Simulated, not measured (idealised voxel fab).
A process module follows: voxel lift off.
The cross-section on display is named cut; it measures 215 nm wide, and its cells are 5 nm squares.
Cross-sections here: square-cell grids, written as top-down lists of bands, a band being one or more rows of cells.
Read a band's entry like this: the first values are the height of its top and the height of its bottom in nm, and what follows is the sequence of materials from left to right, each with its width in nm. Note that "empty" is empty space, and that a single material marked "edge to edge" reaches across the band from edge to edge.
Heights are measured from 0, the level below which the as-received wafer is all one material; the lowest band has no bottom and continues downward, written as in "top 0, no bottom".
Width "30..40": first value at the band's top row of cells, second value at its bottom row, equal change from row to row.
Any step labelled "changes: none" changed none of the cells in the cross-section.
Empty spaces counting at least 8 cells and having no open way to the top are listed in "Enclosed empty spaces". The notation width x height at distance is used for each, the distance being from the left edge and all three values in nm.
What comes after the settings on a step's line is commentary from the simulator itself on that step.
overlay nm: how far to the right of its planned place the mask lay on this masked step (negative: to the left).
**Below is the list of planned process steps**
step 1: RECEIVE with material Si
step 2: CONFORMAL_DEP with material Al2O3, thk nm 5
step 3: PATTERN with tone open, mask id LINES, material resist, width nm 25, pitch nm 40, thk nm 20, overlay nm 0
step 4: DIRECTIONAL_DEP with material Ru, thk nm 10
step 5: STRIP with etch materials resist
step 6: CONFORMAL_DEP with material SiCN, thk nm 5
**As received (post step 1): cross-section**
> top 0, no bottom  Si edge to edge
> Enclosed empty spaces: none
**The cross-section shown corresponds to the wafer at the conclusion of the module. The initial structure and the process plan are those presented above; however, one mistake occurred in executing the plan**
> top 20, bottom 15  SiCN 40  empty 15  SiCN 25  empty 15  SiCN 25  empty 15  SiCN 25  empty 15  SiCN 40
> top 15, bottom 10  Ru 35  SiCN 5  empty 15  SiCN 5  Ru 15  SiCN 5  empty 15  SiCN 5  Ru 15  SiCN 5  empty 15  SiCN 5  Ru 15  SiCN 5  empty 15  SiCN 5  Ru 35
> top 10, bottom 5  Ru 35  SiCN 25  Ru 15  SiCN 25  Ru 15  SiCN 25  Ru 15  SiCN 25  Ru 35
> top 5, bottom 0  Al2O3 edge to edge
> top 0, no bottom  Si edge to edge
> Enclosed empty spaces: none
Here's what went sideways: step 3 was not run as planned; what actually ran was PATTERN with tone cover, mask id LINES, material resist, width nm 25, pitch nm 40, thk nm 20, overlay nm 0
